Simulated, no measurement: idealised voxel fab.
process module | voxel quadruple lines
cross-section cut | 275 nm wide | cells 5 nm
A cross-section is a grid of square cells, given in bands from the top down. A band is one or more rows of cells.
Each band's line starts with the height of the band's top and of its bottom, in nm. Then come its materials from left to right, each with its width in nm. One material with "throughout" fills the band from edge to edge. "air" is empty space.
Height 0 is the level under which the wafer as received is all one material. The lowest band goes on downwards, as in "0 down".
A width such as "30 to 40" changes by the same amount from each row of cells to the next, from the band's top row to its bottom row.
"no change" after a step means that no cell of the cross-section changed.
closed voids: empty space of 8 cells or more with no open way to the top, each as width x height at its distance from the left edge, in nm
after a step's settings: what the simulator itself notes on the step
overlay nm, on a step with a mask: how far to the right of its planned place the mask lay; to the left if negative
plan
1 op RECEIVE | material Si
2 op CONFORMAL_DEP | material SiO2 | thk nm 10
3 op DIRECTIONAL_DEP | material Ru | thk nm 10
4 op DIRECTIONAL_DEP | material polySi | thk nm 15
5 op DIRECTIONAL_DEP | material aC | thk nm 25
6 op PATTERN | tone cover | mask id MANDREL | material resist | width nm 25 | thk nm 35 | overlay nm 0
7 op DIRECTIONAL_ETCH | etch materials aC | depth nm 25
8 op STRIP | etch materials resist
9 op CONFORMAL_DEP | material SiO2 | thk nm 15
10 op DIRECTIONAL_ETCH | etch materials SiO2 | depth nm 15
11 op STRIP | etch materials aC
12 op DIRECTIONAL_ETCH | etch materials polySi | depth nm 15
13 op STRIP | etch materials SiO2
14 op CONFORMAL_DEP | material SiCN | thk nm 5
15 op DIRECTIONAL_ETCH | etch materials SiCN | depth nm 5
16 op STRIP | etch materials polySi
17 op DIRECTIONAL_ETCH | etch materials Ru | depth nm 10
18 op STRIP | etch materials SiCN
as received, after step 1
  0 down: Si throughout
  closed voids: none
first wafer at the end, as planned
  20 to 10: air 105 | Ru 5 | air 15 | Ru 5 | air 15 | Ru 5 | air 15 | Ru 5 | air 105
  10 to 0: SiO2 throughout
  0 down: Si throughout
  closed voids: none
second wafer at the end: like start, like plan, one mistake
  20 to 10: air 110 | Ru 5 | air 10 | Ru 5 | air 15 | Ru 5 | air 10 | Ru 5 | air 110
  10 to 0: SiO2 throughout
  0 down: Si throughout
  closed voids: none
what went wrong: step 9 ran as: op CONFORMAL_DEP | material SiO2 | thk nm 10
at the end the second wafer has, in cells: as many of each material as the first, in other places
